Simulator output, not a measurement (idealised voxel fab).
Process module name: voxel double patterning
The width of the displayed cross-section, cut, is 175 nm; its cells are square, with a size of 5 nm.
Just so we're on the same page, the cross-sections are grids of square cells, and they're listed out in bands top to bottom, each band one or more rows deep.
Band: top height; bottom height; in nm. Then, left to right: material with width in nm, for each material. "full width": a single material spanning edge to edge. "blank": empty space.
Height 0 is the level under which the wafer as received is all one material. The lowest band goes on downwards, as in "z 0 and below".
Read "30..40" as a graded width: first number on top, second number at the bottom, same change between each pair of neighbouring rows.
"remains unaltered" after a step means that no cell of the cross-section changed.
The entry titled "Tabulated closed voids" provides the empty spaces that have no open way to the top, restricted to those of 8 cells or more. Each is presented as width x height at distance, the distance being measured from the left edge, with all three in nm.
That trailing text on a step's line, after the settings, is the simulator's own remark on the step.
Regarding "overlay nm": on a step with a mask, it is the distance the mask lay to the right of its planned place; a negative value places it to the left.
**Process steps foreseen in the plan**
| 1 | RECEIVE [material Si] |
| 2 | CONFORMAL_DEP [material SiO2] [thk nm 10] |
| 3 | DIRECTIONAL_DEP [material W] [thk nm 10] |
| 4 | DIRECTIONAL_DEP [material SiCN] [thk nm 5] |
| 5 | DIRECTIONAL_DEP [material aC] [thk nm 10] |
| 6 | PATTERN [tone open] [mask id FIRST] [material resist] [width nm 15] [pitch nm 50] [thk nm 25] [overlay nm 0] |
| 7 | DIRECTIONAL_ETCH [etch materials aC] [depth nm 10] |
| 8 | STRIP [etch materials resist] |
| 9 | DIRECTIONAL_ETCH [etch materials SiCN] [depth nm 5] |
| 10 | STRIP [etch materials aC] |
| 11 | PATTERN [tone open] [mask id SECOND] [material resist] [width nm 15] [pitch nm 50] [thk nm 15] [overlay nm 0] |
| 12 | DIRECTIONAL_ETCH [etch materials SiCN] [depth nm 5] |
| 13 | STRIP [etch materials resist] |
| 14 | DIRECTIONAL_ETCH [etch materials W] [depth nm 10] |
| 15 | STRIP [etch materials SiCN] |
**Cross-section of the incoming wafer, state after step 1**
	z 0 and below = Si full width
	Tabulated closed voids: none
**End-of-module cross-section of the first of two wafers, processed as planned**
	z 20 to 10 = 30 of W | 15 of blank | 10 of W | 15 of blank | 10 of W | 15 of blank | 10 of W | 15 of blank | 10 of W | 15 of blank | 30 of W
	z 10 to 0 = SiO2 full width
	z 0 and below = Si full width
	Tabulated closed voids: none
**Same start, same plan as the first wafer - but one mistake in the run. Cross-section of the second of the two at the end of the module**
	z 20 to 10 = 55 of blank | 15 of W | 35 of blank | 15 of W | 55 of blank
	z 10 to 0 = SiO2 full width
	z 0 and below = Si full width
	Tabulated closed voids: none
Short version of what went wrong: step 11 was run on a setting that differed from the plan, and what really ran there is PATTERN [tone cover] [mask id SECOND] [material resist] [width nm 15] [pitch nm 50] [thk nm 15] [overlay nm 0]
Cell-count delta at end, second wafer over first, by material: 28 fewer of W
